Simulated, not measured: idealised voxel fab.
process module | voxel self aligned vias
cross-section cut | 235 nm wide | cells 5 nm
A cross-section is a grid of square cells, given in bands from the top down. A band is one or more rows of cells.
Each band's line starts with the height of the band's top and of its bottom, in nm. Then come its materials from left to right, each with its width in nm. One material with "throughout" fills the band from edge to edge. "air" is empty space.
Height 0 is the level under which the wafer as received is all one material. The lowest band goes on downwards, as in "0 down".
A width such as "30 to 40" changes by the same amount from each row of cells to the next, from the band's top row to its bottom row.
"no change" after a step means that no cell of the cross-section changed.
closed voids: empty space of 8 cells or more with no open way to the top, each as width x height at its distance from the left edge, in nm
after a step's settings: what the simulator itself notes on the step
overlay nm, on a step with a mask: how far to the right of its planned place the mask lay; to the left if negative
plan
1 op RECEIVE | material Si
2 op CONFORMAL_DEP | material SiO2 | thk nm 10
3 op CONFORMAL_DEP | material SiCN | thk nm 5
4 op DIRECTIONAL_DEP | material lowk | thk nm 30
5 op DIRECTIONAL_DEP | material aC | thk nm 10
6 op PATTERN | tone open | mask id LINES | material resist | width nm 20 | pitch nm 55 | thk nm 30 | overlay nm 0
7 op DIRECTIONAL_ETCH | etch materials aC | depth nm 10
8 op STRIP | etch materials resist
9 op DIRECTIONAL_ETCH | etch materials lowk | depth nm 30
10 op STRIP | etch materials aC
11 op CONFORMAL_DEP | material TiN | thk nm 5
12 op FILL_DEP | material Ru | thk nm 10
13 op CMP | height nm 45
14 op SELECTIVE_ETCH | etch materials W Ru TiN | depth nm 10
15 op FILL_DEP | material SiN | thk nm 10
16 op CMP | height nm 45
17 op DIRECTIONAL_DEP | material lowk | thk nm 15
18 op PATTERN | tone open | mask id VIAS | material resist | width nm 30 | pitch nm 110 | thk nm 15 | overlay nm 0
19 op DIRECTIONAL_ETCH | etch materials lowk | depth nm 15
20 op DIRECTIONAL_ETCH | etch materials SiN | depth nm 10
21 op STRIP | etch materials resist
22 op CONFORMAL_DEP | material TiN | thk nm 5
23 op FILL_DEP | material Cu | thk nm 5
24 op CMP | height nm 60
25 op CONFORMAL_DEP | material SiN | thk nm 5
first wafer, as planned
as received, after step 1
  0 down: Si throughout
  closed voids: none
after step 2
  10 to 0: SiO2 throughout
  below 0: unchanged
after step 3
  15 to 10: SiCN throughout
  below 10: unchanged
after step 4
  45 to 15: lowk throughout
  below 15: unchanged
after step 5
  55 to 45: aC throughout
  below 45: unchanged
after step 6
  85 to 55: resist 50 | air 20 | resist 35 | air 20 | resist 35 | air 20 | resist 55
  below 55: unchanged
after step 7
  75 to 55: resist 50 | air 20 | resist 35 | air 20 | resist 35 | air 20 | resist 55
  55 to 45: aC 50 | air 20 | aC 35 | air 20 | aC 35 | air 20 | aC 55
  below 45: unchanged
after step 8
  55 to 45: aC 50 | air 20 | aC 35 | air 20 | aC 35 | air 20 | aC 55
  below 45: unchanged
after step 9
  55 to 45: aC 50 | air 20 | aC 35 | air 20 | aC 35 | air 20 | aC 55
  45 to 15: lowk 50 | air 20 | lowk 35 | air 20 | lowk 35 | air 20 | lowk 55
  below 15: unchanged
after step 10
  45 to 15: lowk 50 | air 20 | lowk 35 | air 20 | lowk 35 | air 20 | lowk 55
  below 15: unchanged
after step 11
  50 to 45: TiN 55 | air 10 | TiN 45 | air 10 | TiN 45 | air 10 | TiN 60
  45 to 20: lowk 50 | TiN 5 | air 10 | TiN 5 | lowk 35 | TiN 5 | air 10 | TiN 5 | lowk 35 | TiN 5 | air 10 | TiN 5 | lowk 55
  20 to 15: lowk 50 | TiN 20 | lowk 35 | TiN 20 | lowk 35 | TiN 20 | lowk 55
  below 15: unchanged
after step 12
  60 to 50: Ru throughout
  50 to 45: TiN 55 | Ru 10 | TiN 45 | Ru 10 | TiN 45 | Ru 10 | TiN 60
  45 to 20: lowk 50 | TiN 5 | Ru 10 | TiN 5 | lowk 35 | TiN 5 | Ru 10 | TiN 5 | lowk 35 | TiN 5 | Ru 10 | TiN 5 | lowk 55
  below 20: unchanged
after step 13
  45 to 20: lowk 50 | TiN 5 | Ru 10 | TiN 5 | lowk 35 | TiN 5 | Ru 10 | TiN 5 | lowk 35 | TiN 5 | Ru 10 | TiN 5 | lowk 55
  below 20: unchanged
after step 14
  45 to 35: lowk 50 | air 20 | lowk 35 | air 20 | lowk 35 | air 20 | lowk 55
  below 35: unchanged
after step 15
  55 to 45: SiN throughout
  45 to 35: lowk 50 | SiN 20 | lowk 35 | SiN 20 | lowk 35 | SiN 20 | lowk 55
  below 35: unchanged
after step 16
  45 to 35: lowk 50 | SiN 20 | lowk 35 | SiN 20 | lowk 35 | SiN 20 | lowk 55
  below 35: unchanged
after step 17
  60 to 45: lowk throughout
  below 45: unchanged
after step 18
  75 to 60: resist 45 | air 30 | resist 80 | air 30 | resist 50
  below 60: unchanged
after step 19
  75 to 60: resist 45 | air 30 | resist 80 | air 30 | resist 50
  60 to 45: lowk 45 | air 30 | lowk 80 | air 30 | lowk 50
  below 45: unchanged
after step 20
  75 to 60: resist 45 | air 30 | resist 80 | air 30 | resist 50
  60 to 45: lowk 45 | air 30 | lowk 80 | air 30 | lowk 50
  45 to 35: lowk 50 | air 20 | lowk 35 | SiN 20 | lowk 35 | air 20 | lowk 55
  below 35: unchanged
after step 21
  60 to 45: lowk 45 | air 30 | lowk 80 | air 30 | lowk 50
  below 45: unchanged
after step 22
  65 to 60: TiN 50 | air 20 | TiN 90 | air 20 | TiN 55
  60 to 50: lowk 45 | TiN 5 | air 20 | TiN 5 | lowk 80 | TiN 5 | air 20 | TiN 5 | lowk 50
  50 to 45: lowk 45 | TiN 10 | air 10 | TiN 10 | lowk 80 | TiN 10 | air 10 | TiN 10 | lowk 50
  45 to 40: lowk 50 | TiN 5 | air 10 | TiN 5 | lowk 35 | SiN 20 | lowk 35 | TiN 5 | air 10 | TiN 5 | lowk 55
  40 to 35: lowk 50 | TiN 20 | lowk 35 | SiN 20 | lowk 35 | TiN 20 | lowk 55
  below 35: unchanged
after step 23
  70 to 65: Cu throughout
  65 to 60: TiN 50 | Cu 20 | TiN 90 | Cu 20 | TiN 55
  60 to 50: lowk 45 | TiN 5 | Cu 20 | TiN 5 | lowk 80 | TiN 5 | Cu 20 | TiN 5 | lowk 50
  50 to 45: lowk 45 | TiN 10 | Cu 10 | TiN 10 | lowk 80 | TiN 10 | Cu 10 | TiN 10 | lowk 50
  45 to 40: lowk 50 | TiN 5 | Cu 10 | TiN 5 | lowk 35 | SiN 20 | lowk 35 | TiN 5 | Cu 10 | TiN 5 | lowk 55
  below 40: unchanged
after step 24
  60 to 50: lowk 45 | TiN 5 | Cu 20 | TiN 5 | lowk 80 | TiN 5 | Cu 20 | TiN 5 | lowk 50
  below 50: unchanged
after step 25
  65 to 60: SiN throughout
  below 60: unchanged
second wafer: like start, like plan, one mistake. Through step 1 it matches the first wafer
when step 2 should have ended
  5 to 0: SiCN throughout
  below 0: unchanged
when step 3 should have ended
  15 to 5: SiO2 throughout
  below 5: unchanged
when step 4 should have ended
  45 to 15: lowk throughout
  below 15: unchanged
when step 5 should have ended
  55 to 45: aC throughout
  below 45: unchanged
when step 6 should have ended
  85 to 55: resist 50 | air 20 | resist 35 | air 20 | resist 35 | air 20 | resist 55
  below 55: unchanged
when step 7 should have ended
  75 to 55: resist 50 | air 20 | resist 35 | air 20 | resist 35 | air 20 | resist 55
  55 to 45: aC 50 | air 20 | aC 35 | air 20 | aC 35 | air 20 | aC 55
  below 45: unchanged
when step 8 should have ended
  55 to 45: aC 50 | air 20 | aC 35 | air 20 | aC 35 | air 20 | aC 55
  below 45: unchanged
when step 9 should have ended
  55 to 45: aC 50 | air 20 | aC 35 | air 20 | aC 35 | air 20 | aC 55
  45 to 15: lowk 50 | air 20 | lowk 35 | air 20 | lowk 35 | air 20 | lowk 55
  below 15: unchanged
when step 10 should have ended
  45 to 15: lowk 50 | air 20 | lowk 35 | air 20 | lowk 35 | air 20 | lowk 55
  below 15: unchanged
when step 11 should have ended
  50 to 45: TiN 55 | air 10 | TiN 45 | air 10 | TiN 45 | air 10 | TiN 60
  45 to 20: lowk 50 | TiN 5 | air 10 | TiN 5 | lowk 35 | TiN 5 | air 10 | TiN 5 | lowk 35 | TiN 5 | air 10 | TiN 5 | lowk 55
  20 to 15: lowk 50 | TiN 20 | lowk 35 | TiN 20 | lowk 35 | TiN 20 | lowk 55
  below 15: unchanged
when step 12 should have ended
  60 to 50: Ru throughout
  50 to 45: TiN 55 | Ru 10 | TiN 45 | Ru 10 | TiN 45 | Ru 10 | TiN 60
  45 to 20: lowk 50 | TiN 5 | Ru 10 | TiN 5 | lowk 35 | TiN 5 | Ru 10 | TiN 5 | lowk 35 | TiN 5 | Ru 10 | TiN 5 | lowk 55
  below 20: unchanged
when step 13 should have ended
  45 to 20: lowk 50 | TiN 5 | Ru 10 | TiN 5 | lowk 35 | TiN 5 | Ru 10 | TiN 5 | lowk 35 | TiN 5 | Ru 10 | TiN 5 | lowk 55
  below 20: unchanged
when step 14 should have ended
  45 to 35: lowk 50 | air 20 | lowk 35 | air 20 | lowk 35 | air 20 | lowk 55
  below 35: unchanged
when step 15 should have ended
  55 to 45: SiN throughout
  45 to 35: lowk 50 | SiN 20 | lowk 35 | SiN 20 | lowk 35 | SiN 20 | lowk 55
  below 35: unchanged
when step 16 should have ended
  45 to 35: lowk 50 | SiN 20 | lowk 35 | SiN 20 | lowk 35 | SiN 20 | lowk 55
  below 35: unchanged
when step 17 should have ended
  60 to 45: lowk throughout
  below 45: unchanged
when step 18 should have ended
  75 to 60: resist 45 | air 30 | resist 80 | air 30 | resist 50
  below 60: unchanged
when step 19 should have ended
  75 to 60: resist 45 | air 30 | resist 80 | air 30 | resist 50
  60 to 45: lowk 45 | air 30 | lowk 80 | air 30 | lowk 50
  below 45: unchanged
when step 20 should have ended
  75 to 60: resist 45 | air 30 | resist 80 | air 30 | resist 50
  60 to 45: lowk 45 | air 30 | lowk 80 | air 30 | lowk 50
  45 to 35: lowk 50 | air 20 | lowk 35 | SiN 20 | lowk 35 | air 20 | lowk 55
  below 35: unchanged
when step 21 should have ended
  60 to 45: lowk 45 | air 30 | lowk 80 | air 30 | lowk 50
  below 45: unchanged
when step 22 should have ended
  65 to 60: TiN 50 | air 20 | TiN 90 | air 20 | TiN 55
  60 to 50: lowk 45 | TiN 5 | air 20 | TiN 5 | lowk 80 | TiN 5 | air 20 | TiN 5 | lowk 50
  50 to 45: lowk 45 | TiN 10 | air 10 | TiN 10 | lowk 80 | TiN 10 | air 10 | TiN 10 | lowk 50
  45 to 40: lowk 50 | TiN 5 | air 10 | TiN 5 | lowk 35 | SiN 20 | lowk 35 | TiN 5 | air 10 | TiN 5 | lowk 55
  40 to 35: lowk 50 | TiN 20 | lowk 35 | SiN 20 | lowk 35 | TiN 20 | lowk 55
  below 35: unchanged
when step 23 should have ended
  70 to 65: Cu throughout
  65 to 60: TiN 50 | Cu 20 | TiN 90 | Cu 20 | TiN 55
  60 to 50: lowk 45 | TiN 5 | Cu 20 | TiN 5 | lowk 80 | TiN 5 | Cu 20 | TiN 5 | lowk 50
  50 to 45: lowk 45 | TiN 10 | Cu 10 | TiN 10 | lowk 80 | TiN 10 | Cu 10 | TiN 10 | lowk 50
  45 to 40: lowk 50 | TiN 5 | Cu 10 | TiN 5 | lowk 35 | SiN 20 | lowk 35 | TiN 5 | Cu 10 | TiN 5 | lowk 55
  below 40: unchanged
when step 24 should have ended
  60 to 50: lowk 45 | TiN 5 | Cu 20 | TiN 5 | lowk 80 | TiN 5 | Cu 20 | TiN 5 | lowk 50
  below 50: unchanged
when step 25 should have ended
  65 to 60: SiN throughout
  below 60: unchanged
what went wrong: steps 2 and 3 were swapped
at the end the second wafer has, in cells: as many of each material as the first, in other places
